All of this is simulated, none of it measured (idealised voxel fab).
The following is a process module called voxel self aligned vias.
Pictured: cross-section cut, 200 nm wide, on a grid of 5 nm square cells.
The cross-sections in this document take the form of a grid made of square cells. They are written out as bands, in order from top to bottom. Each band consists of one or more rows of cells.
This entry defines a band. It first specifies the height of the band's top and the height of its bottom in nm, and then specifies the band's materials from left to right, stating each material with its width in nm. The word "all across" identifies a single material that fills the band from edge to edge, while the word "blank" identifies empty space.
Height 0 is the level under which the wafer as received is all one material. The lowest band goes on downwards, as in "from 0 down".
You'd read "30..40" like this: the band's top row of cells is as wide as the first number, its bottom row is as wide as the second, and going down, every row changes width by the same amount as the row before did.
Key: "no modification" - step with no changed cell in the cross-section.
Enclosed voids (no open way to top), threshold 8 cells or more, entry "Trapped voids", notation width x height at distance, distance from left edge, nm.
Anything after a step's settings on that line? It's the simulator's own note about the step.
A step's line can hold "overlay nm"; with a mask on that step, the setting says how far right of the planned place the mask lay, while a negative setting says it lay to the left.
Planned step list for the process:
1) RECEIVE (material Si)
2) CONFORMAL_DEP (material SiO2; thk nm 15)
3) CONFORMAL_DEP (material SiCN; thk nm 5)
4) DIRECTIONAL_DEP (material SiO2; thk nm 20)
5) DIRECTIONAL_DEP (material aC; thk nm 10)
6) PATTERN (tone open; mask id LINES; material resist; width nm 20; pitch nm 70; thk nm 25; overlay nm 0)
7) DIRECTIONAL_ETCH (etch materials aC; depth nm 10)
8) STRIP (etch materials resist)
9) DIRECTIONAL_ETCH (etch materials SiO2; depth nm 20)
10) STRIP (etch materials aC)
11) CONFORMAL_DEP (material TiN; thk nm 5)
12) FILL_DEP (material Ru; thk nm 10)
13) CMP (height nm 40)
14) SELECTIVE_ETCH (etch materials W Ru TiN; depth nm 5)
15) FILL_DEP (material SiN; thk nm 10)
16) CMP (height nm 40)
17) DIRECTIONAL_DEP (material SiO2; thk nm 15)
18) MASKED_ETCH (tone open; mask id VIAS; width nm 40; etch materials SiO2; depth nm 15; overlay nm 0)
19) MASKED_ETCH (tone open; mask id VIAS; width nm 40; etch materials SiN; depth nm 5; overlay nm 0)
20) CONFORMAL_DEP (material TiN; thk nm 5)
21) FILL_DEP (material Cu; thk nm 10)
22) CMP (height nm 55)
23) CONFORMAL_DEP (material SiCN; thk nm 5)
As received (post step 1): cross-section:
- from 0 down: Si all across
- Trapped voids: none
What the wafer looks like in cross-section after this module, when it starts as shown above and follows the plan above but one mistake is made in running it:
- from 60 to 55: SiCN all across
- from 55 to 45: SiO2 45  TiN 5  Cu 30  TiN 5  SiO2 115
- from 45 to 40: SiO2 45  TiN 15  Cu 10  TiN 15  SiO2 115
- from 40 to 35: SiO2 55  TiN 20  SiO2 50  SiN 20  SiO2 55
- from 35 to 30: SiCN all across
- from 30 to 0: SiO2 all across
- from 0 down: Si all across
- Trapped voids: none
Plan not followed: the plan had its step 2 run twice
